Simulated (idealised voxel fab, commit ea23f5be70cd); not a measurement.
Herein follows the process module entitled voxel wiring stack.
For reference, the cross-section in this document is cut, with width 280 nm and square cells of 5 nm.
Heads up, the way a cross-section reads in here is a grid of square cells, handed over as bands from the top down, with every band being one or more rows of cells. Each band's line starts with the height of the band's top and of its bottom, in nm. Then come its materials from left to right, each with its width in nm. One material with "edge to edge" fills the band from edge to edge. "blank" is empty space. Height 0 is the level under which the wafer as received is all one material. The lowest band goes on downwards, as in "top 0, no bottom". Width "30 to 40": first value at the band's top row of cells, second value at its bottom row, equal change from row to row. Step note "nothing got changed" = no cross-section cell changed. Empty spaces counting at least 8 cells and having no open way to the top are listed in "Closed voids list". The notation width x height at distance is used for each, the distance being from the left edge and all three values in nm. If you see something after the settings on a step's line, that's the simulator's own remark about that step. overlay nm: how far to the right of its planned place the mask lay on this masked step (negative: to the left).

# The following list gives the planned process steps
step 1: RECEIVE (material Si)
step 2: CONFORMAL_DEP (material SiO2; thk nm 15)
step 3: CONFORMAL_DEP (material SiN; thk nm 5)
step 4: DIRECTIONAL_DEP (material lowk; thk nm 15)
step 5: DIRECTIONAL_DEP (material aC; thk nm 15)
step 6: PATTERN (tone open; mask id METAL_1; material resist; width nm 25; pitch nm 55; thk nm 35; overlay nm 0)
step 7: DIRECTIONAL_ETCH (etch materials aC; depth nm 15)
step 8: STRIP (etch materials resist)
step 9: DIRECTIONAL_ETCH (etch materials lowk; depth nm 15)
step 10: DIRECTIONAL_ETCH (etch materials SiN; depth nm 5)
step 11: STRIP (etch materials aC)
step 12: CONFORMAL_DEP (material TiN; thk nm 5)
step 13: FILL_DEP (material Cu; thk nm 10)
step 14: CMP (height nm 35)
step 15: EPI (material Ru; thk nm 5)
step 16: FILL_DEP (material SiCN; thk nm 5)
step 17: DIRECTIONAL_DEP (material SiO2; thk nm 25)
step 18: MASKED_ETCH (tone open; mask id METAL_2; width nm 25; pitch nm 55; etch materials SiO2; depth nm 15; overlay nm 0)
step 19: PATTERN (tone open; mask id METAL_2_HOLES; material resist; width nm 15; thk nm 20; overlay nm 0)
step 20: DIRECTIONAL_ETCH (etch materials SiO2; depth nm 10)
step 21: DIRECTIONAL_ETCH (etch materials SiCN; depth nm 5)
step 22: STRIP (etch materials resist)
step 23: CONFORMAL_DEP (material TiN; thk nm 5)
step 24: FILL_DEP (material Cu; thk nm 5)
step 25: CMP (height nm 70)
step 26: CONFORMAL_DEP (material SiCN; thk nm 5)
step 27: DIRECTIONAL_DEP (material SiO2; thk nm 30)
step 28: PATTERN (tone open; mask id METAL_3; material resist; width nm 25; pitch nm 55; thk nm 15; overlay nm 0)
step 29: DIRECTIONAL_ETCH (etch materials SiO2; depth nm 15)
step 30: STRIP (etch materials resist)
step 31: PATTERN (tone open; mask id METAL_3_HOLES; material resist; width nm 15; pitch nm 55; thk nm 15; overlay nm 0)
step 32: DIRECTIONAL_ETCH (etch materials SiO2; depth nm 15)
step 33: DIRECTIONAL_ETCH (etch materials SiCN; depth nm 5)
step 34: STRIP (etch materials resist)
step 35: CONFORMAL_DEP (material TiN; thk nm 5)
step 36: FILL_DEP (material Ru; thk nm 10)
step 37: CMP (height nm 105)
step 38: CONFORMAL_DEP (material SiCN; thk nm 5)

# Wafer as received: cross-section following step 1
    top 0, no bottom = Si edge to edge
    Closed voids list: none

# End-of-module cross-section of the first of two wafers, processed as planned
    top 110, bottom 105 = SiCN edge to edge
    top 105, bottom 95 = SiO2 (100) | TiN (5) | Ru (15) | TiN (5) | SiO2 (30) | TiN (5) | Ru (15) | TiN (5) | SiO2 (100)
    top 95, bottom 90 = SiO2 (100) | TiN (5) | Ru (5) | TiN (15) | SiO2 (30) | TiN (5) | Ru (5) | TiN (15) | SiO2 (100)
    top 90, bottom 75 = SiO2 (100) | TiN (5) | Ru (5) | TiN (5) | SiO2 (40) | TiN (5) | Ru (5) | TiN (5) | SiO2 (110)
    top 75, bottom 70 = SiCN (100) | TiN (15) | SiCN (40) | TiN (15) | SiCN (110)
    top 70, bottom 60 = SiO2 (100) | TiN (5) | Cu (15) | TiN (5) | SiO2 (30) | TiN (5) | Cu (15) | TiN (5) | SiO2 (100)
    top 60, bottom 55 = SiO2 (100) | TiN (5) | Cu (5) | TiN (15) | SiO2 (30) | TiN (25) | SiO2 (100)
    top 55, bottom 45 = SiO2 (100) | TiN (5) | Cu (5) | TiN (5) | SiO2 (165)
    top 45, bottom 40 = SiCN (100) | TiN (15) | SiCN (165)
    top 40, bottom 35 = SiCN (95) | Ru (35) | SiCN (20) | Ru (35) | SiCN (95)
    top 35, bottom 20 = lowk (100) | TiN (5) | Cu (15) | TiN (5) | lowk (30) | TiN (5) | Cu (15) | TiN (5) | lowk (100)
    top 20, bottom 15 = SiN (100) | TiN (25) | SiN (30) | TiN (25) | SiN (100)
    top 15, bottom 0 = SiO2 edge to edge
    top 0, no bottom = Si edge to edge
    Closed voids list: none

# Here's the second of our two wafers sectioned at module end. Same start as the first, same plan, but one mistake got made running it
    top 110, bottom 105 = SiCN edge to edge
    top 105, bottom 95 = SiO2 (100) | TiN (5) | Ru (15) | TiN (5) | SiO2 (30) | TiN (5) | Ru (15) | TiN (5) | SiO2 (100)
    top 95, bottom 90 = SiO2 (100) | TiN (5) | Ru (5) | TiN (15) | SiO2 (30) | TiN (5) | Ru (5) | TiN (15) | SiO2 (100)
    top 90, bottom 75 = SiO2 (100) | TiN (5) | Ru (5) | TiN (5) | SiO2 (40) | TiN (5) | Ru (5) | TiN (5) | SiO2 (110)
    top 75, bottom 70 = SiCN (100) | TiN (15) | SiCN (40) | TiN (15) | SiCN (110)
    top 70, bottom 60 = SiO2 (100) | TiN (5) | Cu (15) | TiN (5) | SiO2 (30) | TiN (5) | Cu (15) | TiN (5) | SiO2 (100)
    top 60, bottom 55 = SiO2 (100) | TiN (5) | Cu (5) | TiN (15) | SiO2 (30) | TiN (25) | SiO2 (100)
    top 55, bottom 45 = SiO2 (100) | TiN (5) | Cu (5) | TiN (5) | SiO2 (165)
    top 45, bottom 40 = SiCN (100) | TiN (15) | SiCN (165)
    top 40, bottom 35 = Ru edge to edge
    top 35, bottom 30 = TiN (105) | Cu (15) | TiN (40) | Cu (15) | TiN (105)
    top 30, bottom 15 = lowk (100) | TiN (5) | Cu (15) | TiN (5) | lowk (30) | TiN (5) | Cu (15) | TiN (5) | lowk (100)
    top 15, bottom 10 = SiN (100) | TiN (25) | SiN (30) | TiN (25) | SiN (100)
    top 10, bottom 0 = SiO2 edge to edge
    top 0, no bottom = Si edge to edge
    Closed voids list: none
what went wrong: step 2 ran with different settings than intended, the actual operation and settings being CONFORMAL_DEP (material SiO2; thk nm 10)
Wafer comparison, final, in cells, second relative to first, materials more or fewer: +6 Cu; +42 Ru; -42 SiCN; -56 SiO2; +50 TiN
